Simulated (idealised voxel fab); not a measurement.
process module | voxel capacitor over wiring
cross-section cut | 225 nm wide | cells 5 nm
A cross-section is a grid of square cells, given in bands from the top down. A band is one or more rows of cells.
Each band's line starts with the height of the band's top and of its bottom, in nm. Then come its materials from left to right, each with its width in nm. One material with "throughout" fills the band from edge to edge. "air" is empty space.
Height 0 is the level under which the wafer as received is all one material. The lowest band goes on downwards, as in "0 down".
A width such as "30 to 40" changes by the same amount from each row of cells to the next, from the band's top row to its bottom row.
"no change" after a step means that no cell of the cross-section changed.
closed voids: empty space of 8 cells or more with no open way to the top, each as width x height at its distance from the left edge, in nm
after a step's settings: what the simulator itself notes on the step
overlay nm, on a step with a mask: how far to the right of its planned place the mask lay; to the left if negative
plan
1 op RECEIVE | material Si
2 op CONFORMAL_DEP | material SiO2 | thk nm 10
3 op CONFORMAL_DEP | material SiCN | thk nm 5
4 op DIRECTIONAL_DEP | material SiO2 | thk nm 20
5 op PATTERN | tone open | mask id METAL_1 | material resist | width nm 30 | pitch nm 100 | thk nm 20 | overlay nm 0
6 op DIRECTIONAL_ETCH | etch materials SiO2 | depth nm 10
7 op DIRECTIONAL_ETCH | etch materials SiCN | depth nm 5
8 op STRIP | etch materials resist
9 op CONFORMAL_DEP | material TiN | thk nm 5
10 op FILL_DEP | material Cu | thk nm 10
11 op CMP | height nm 35
12 op EPI | material Ru | thk nm 5
13 op FILL_DEP | material SiCN | thk nm 5
14 op DIRECTIONAL_DEP | material lowk | thk nm 20
15 op PATTERN | tone open | mask id PLUG_1 | material resist | width nm 15 | thk nm 20 | overlay nm 0
16 op DIRECTIONAL_ETCH | etch materials lowk | depth nm 20
17 op DIRECTIONAL_ETCH | etch materials SiCN | depth nm 5
18 op STRIP | etch materials resist
19 op CONFORMAL_DEP | material TiN | thk nm 5
20 op FILL_DEP | material W | thk nm 10
21 op CMP | height nm 65
22 op DIRECTIONAL_DEP | material TiN | thk nm 10
23 op DIRECTIONAL_DEP | material Al2O3 | thk nm 5
24 op DIRECTIONAL_DEP | material TiN | thk nm 5
25 op MASKED_ETCH | tone cover | mask id UPPER_PLATE | width nm 75 | etch materials TiN | depth nm 5 | overlay nm 0
26 op MASKED_ETCH | tone cover | mask id UPPER_PLATE | width nm 75 | etch materials Al2O3 | depth nm 5 | overlay nm 0
27 op PATTERN | tone cover | mask id LOWER_PLATE | material resist | width nm 85 | thk nm 15 | overlay nm 0
28 op DIRECTIONAL_ETCH | etch materials TiN | depth nm 10
29 op STRIP | etch materials resist
30 op FILL_DEP | material SiO2 | thk nm 20
31 op CMP | height nm 100
32 op PATTERN | tone open | mask id PLUG_2 | material resist | width nm 15 | thk nm 15 | overlay nm 0
33 op DIRECTIONAL_ETCH | etch materials SiO2 | depth nm 15
34 op STRIP | etch materials resist
35 op CONFORMAL_DEP | material TiN | thk nm 5
36 op FILL_DEP | material W | thk nm 10
37 op CMP | height nm 100
38 op CONFORMAL_DEP | material SiN | thk nm 5
varied across the wafers: depth nm of step 6. The plan shows the first wafer's value. All wafers start alike
first wafer as received, after step 1
  0 down: Si throughout
  closed voids: none
each wafer at the end: cells of each material gained (+) or lost (-) since it was received, then its closed voids
depth nm 10 | +15 Al2O3 | +8 Cu | +16 Ru | +116 SiCN | +45 SiN | +488 SiO2 | +83 TiN | +6 W | +168 lowk | closed voids: none
depth nm 15 | +15 Al2O3 | +16 Cu | +16 Ru | +116 SiCN | +45 SiN | +476 SiO2 | +87 TiN | +6 W | +168 lowk | closed voids: none
depth nm 20 | +15 Al2O3 | +32 Cu | +16 Ru | +104 SiCN | +45 SiN | +464 SiO2 | +95 TiN | +6 W | +168 lowk | closed voids: none
depth nm 25 | +15 Al2O3 | +32 Cu | +16 Ru | +104 SiCN | +45 SiN | +464 SiO2 | +95 TiN | +6 W | +168 lowk | closed voids: none
depth nm 30 | +15 Al2O3 | +32 Cu | +16 Ru | +104 SiCN | +45 SiN | +464 SiO2 | +95 TiN | +6 W | +168 lowk | closed voids: none
depth nm 35 | +15 Al2O3 | +32 Cu | +16 Ru | +104 SiCN | +45 SiN | +464 SiO2 | +95 TiN | +6 W | +168 lowk | closed voids: none
